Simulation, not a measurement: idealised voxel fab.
process module | voxel local oxidation
cross-section cut | 165 nm wide | cells 5 nm
A cross-section is a grid of square cells, given in bands from the top down. A band is one or more rows of cells.
Each band's line starts with the height of the band's top and of its bottom, in nm. Then come its materials from left to right, each with its width in nm. One material with "throughout" fills the band from edge to edge. "air" is empty space.
Height 0 is the level under which the wafer as received is all one material. The lowest band goes on downwards, as in "0 down".
A width such as "30 to 40" changes by the same amount from each row of cells to the next, from the band's top row to its bottom row.
"no change" after a step means that no cell of the cross-section changed.
closed voids: empty space of 8 cells or more with no open way to the top, each as width x height at its distance from the left edge, in nm
after a step's settings: what the simulator itself notes on the step
overlay nm, on a step with a mask: how far to the right of its planned place the mask lay; to the left if negative
plan
1 op RECEIVE | material Si
2 op OXIDIZE | depth nm 5
3 op CONFORMAL_DEP | material SiN | thk nm 10
4 op MASKED_ETCH | tone cover | mask id ACTIVE | width nm 110 | etch materials SiN | depth nm 10 | overlay nm 0
5 op SELECTIVE_ETCH | etch materials SiO2 | depth nm 5
6 op OXIDIZE | depth nm 15
7 op STRIP | etch materials SiN
first wafer, as planned
as received, after step 1
  0 down: Si throughout
  closed voids: none
after step 2
  0 to -5: SiO2 throughout
  below -5: unchanged
after step 3
  10 to 0: SiN throughout
  below 0: unchanged
after step 4
  10 to 0: air 25 | SiN 110 | air 30
  below 0: unchanged
after step 5
  10 to 0: air 25 | SiN 110 | air 30
  0 to -5: air 30 | SiO2 100 | air 35
  below -5: unchanged
after step 6
  10 to 0: air 25 | SiN 110 | air 30
  0 to -5: air 30 | SiO2 100 | air 35
  -5 to -20: SiO2 45 | Si 70 | SiO2 50
  below -20: unchanged
after step 7
  0 to -5: air 30 | SiO2 100 | air 35
  below -5: unchanged
second wafer: like start, like plan, one mistake. Through step 4 it matches the first wafer
when step 5 should have ended
  10 to 0: air 25 | SiN 110 | air 30
  0 to -5: air 40 | SiO2 80 | air 45
  below -5: unchanged
when step 6 should have ended
  10 to 0: air 25 | SiN 110 | air 30
  0 to -5: air 40 | SiO2 80 | air 45
  -5 to -20: SiO2 55 | Si 50 | SiO2 60
  below -20: unchanged
when step 7 should have ended
  0 to -5: air 40 | SiO2 80 | air 45
  below -5: unchanged
what went wrong: step 5 ran as: op SELECTIVE_ETCH | etch materials SiO2 | depth nm 15
at the end the second wafer has, in cells: 12 fewer of Si | 8 more of SiO2
